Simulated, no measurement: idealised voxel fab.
This is a process module. Its name is voxel fin reveal.
We display cut, a cross-section 290 nm in width whose square cells are each 5 nm.
How to read a cross-section here: the picture is a grid of square cells, written as bands going from the top down, and any band can span one or more rows of cells.
Basically the band line says how high the top is and how high the bottom is, in nm, and then what's in it from left to right, every material with its width in nm. Empty space shows up as "empty", and if a single material carries "full width" it runs the full band edge to edge.
Below 0: as-received wafer, all one material; heights counted from there. Lowest band: no bottom, goes on down, written "top 0, no bottom".
Width "30 to 40": first value at the band's top row of cells, second value at its bottom row, equal change from row to row.
You'll sometimes find "left unchanged" written for a step, and that's the way of saying that nowhere in the cross-section did a cell change during that step.
"Enclosed void inventory" means: voids of 8 cells or more that are shut off from the top with no open way through. Written width x height at distance, distance from the left edge, in nm.
On each step's line, the part that comes after the settings is the simulator's own comment on the step.
Each step line may optionally specify "overlay nm", which for a step with a mask gives the rightward distance between the mask's planned place and where it lay, a negative value indicating the leftward direction.

Listed below are the process steps as planned
1. RECEIVE with material Si
2. CONFORMAL_DEP with material SiN, thk nm 5
3. MASKED_ETCH with tone cover, mask id FINS, width nm 15, pitch nm 45, etch materials SiN, depth nm 5, overlay nm 0
4. MASKED_ETCH with tone cover, mask id FINS, width nm 15, pitch nm 45, etch materials Si, depth nm 40, overlay nm 0
5. FILL_DEP with material SiO2, thk nm 10
6. CMP with height nm 5
7. SELECTIVE_ETCH with etch materials SiO2, depth nm 20
8. STRIP with etch materials SiN
9. CONFORMAL_DEP with material HfO2, thk nm 5

This is the cross-section of the wafer as we received it, i.e. after step 1
- top 0, no bottom | Si full width
- Enclosed void inventory: none

A wafer at the end: this start, this plan, one mistake
- top 5, bottom 0 | empty (65) / HfO2 (25) / empty (20) / HfO2 (25) / empty (20) / HfO2 (25) / empty (20) / HfO2 (25) / empty (65)
- top 0, bottom -10 | empty (65) / HfO2 (5) / Si (15) / HfO2 (5) / empty (20) / HfO2 (5) / Si (15) / HfO2 (5) / empty (20) / HfO2 (5) / Si (15) / HfO2 (5) / empty (20) / HfO2 (5) / Si (15) / HfO2 (5) / empty (65)
- top -10, bottom -15 | HfO2 (55) / empty (10) / HfO2 (5) / Si (15) / HfO2 (5) / empty (20) / HfO2 (5) / Si (15) / HfO2 (5) / empty (20) / HfO2 (5) / Si (15) / HfO2 (5) / empty (20) / HfO2 (5) / Si (15) / HfO2 (5) / empty (10) / HfO2 (55)
- top -15, bottom -20 | SiO2 (50) / HfO2 (20) / Si (15) / HfO2 (30) / Si (15) / HfO2 (30) / Si (15) / HfO2 (30) / Si (15) / HfO2 (20) / SiO2 (50)
- top -20, bottom -40 | SiO2 (70) / Si (15) / SiO2 (30) / Si (15) / SiO2 (30) / Si (15) / SiO2 (30) / Si (15) / SiO2 (70)
- top -40, no bottom | Si full width
- Enclosed void inventory: none
In executing the process, a mistake was made relative to the plan: steps 7 and 8 were swapped
